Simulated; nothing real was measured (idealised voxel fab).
Process module heading - voxel self aligned contacts
The cross-section shown here is cut; it is 300 nm wide and divided into square cells measuring 5 nm on a side.
In what follows, cross-sections appear as grids of square cells, described through bands that run from the top down, where every band is one or more rows of cells.
What a band's entry tells you: where the top is and where the bottom is, as heights in nm, and after that what lies inside, material by material from left to right, each with its width in nm. Empty space is written as the word "empty", and a single material marked with the word "full width" occupies the band from edge to edge.
Zero point of the height axis is 0; under it, received wafer = one material. Lowest band: continues down indefinitely, "0 and below".
Top row gets the first number, bottom row gets the second, and each row in between changes by the same step: that is how a band width like "30->40" works.
Any step labelled "all unchanged" changed none of the cells in the cross-section.
What "Enclosed void list" gives you is every empty space of 8 cells or more that is cut off from the top. Each appears as width x height at distance, with the distance taken from the left edge and width, height and distance all in nm.
Read whatever lies past the settings on a step's line as the simulator's own remark about the step.
A step line may carry the setting "overlay nm", which, for steps involving a mask, states the distance by which the mask lay to the right of its intended position; negative values denote displacement to the left.

## Here's what the planned process steps look like
1) RECEIVE [material Si]
2) OXIDIZE [depth nm 5]
3) DIRECTIONAL_DEP [material polySi] [thk nm 30]
4) DIRECTIONAL_DEP [material SiN] [thk nm 15]
5) DIRECTIONAL_DEP [material aC] [thk nm 15]
6) PATTERN [tone cover] [mask id GATE] [material resist] [width nm 30] [pitch nm 55] [thk nm 30] [overlay nm 0]
7) DIRECTIONAL_ETCH [etch materials aC] [depth nm 15]
8) STRIP [etch materials resist]
9) DIRECTIONAL_ETCH [etch materials SiN] [depth nm 15]
10) DIRECTIONAL_ETCH [etch materials polySi] [depth nm 30]
11) STRIP [etch materials aC]
12) CONFORMAL_DEP [material SiN] [thk nm 5]
13) DIRECTIONAL_ETCH [etch materials SiN] [depth nm 5]
14) FILL_DEP [material SiO2] [thk nm 15]
15) CMP [height nm 50]
16) MASKED_ETCH [tone open] [mask id CONTACT] [width nm 35] [etch materials SiO2] [depth nm 55] [overlay nm 0]
17) CONFORMAL_DEP [material TiN] [thk nm 5]
18) FILL_DEP [material Ru] [thk nm 5]
19) CMP [height nm 50]
20) CONFORMAL_DEP [material SiCN] [thk nm 5]

## Cross-section of the incoming wafer, state after step 1
    0 and below  Si full width
    Enclosed void list: none

## Sectioned view, first of two wafers, at the close of the module, processed as intended in the plan
    55 down to 50  SiCN full width
    50 down to 45  130 nm SiO2 / 15 nm TiN / 5 nm Ru / 15 nm TiN / 135 nm SiO2
    45 down to 30  100 nm SiO2 / 40 nm SiN / 5 nm TiN / 5 nm Ru / 5 nm TiN / 40 nm SiN / 105 nm SiO2
    30 down to 0  100 nm SiO2 / 5 nm SiN / 30 nm polySi / 5 nm SiN / 5 nm TiN / 5 nm Ru / 5 nm TiN / 5 nm SiN / 30 nm polySi / 5 nm SiN / 105 nm SiO2
    0 down to -5  140 nm SiO2 / 15 nm TiN / 145 nm SiO2
    -5 and below  Si full width
    Enclosed void list: none

## Cross-sectional view: second of two wafers, end of module; start and plan identical to the first, one mistake in running
    55 down to 50  SiCN full width
    50 down to 45  130 nm SiO2 / 35 nm TiN / 135 nm SiO2
    45 down to 30  110 nm SiN / 20 nm SiO2 / 35 nm SiN / 20 nm SiO2 / 115 nm SiN
    30 down to 0  105 nm polySi / 5 nm SiN / 20 nm SiO2 / 5 nm SiN / 25 nm polySi / 5 nm SiN / 20 nm SiO2 / 5 nm SiN / 110 nm polySi
    0 down to -5  SiO2 full width
    -5 and below  Si full width
    Enclosed void list: none
what went wrong: planned and actual differ for step 6; actual: PATTERN [tone open] [mask id GATE] [material resist] [width nm 30] [pitch nm 55] [thk nm 30] [overlay nm 0]
Count the cells at the end and the second wafer has more or fewer of some materials than the first: Ru: 10 fewer | SiN: 108 more | SiO2: 294 fewer | TiN: 20 fewer | polySi: 216 more
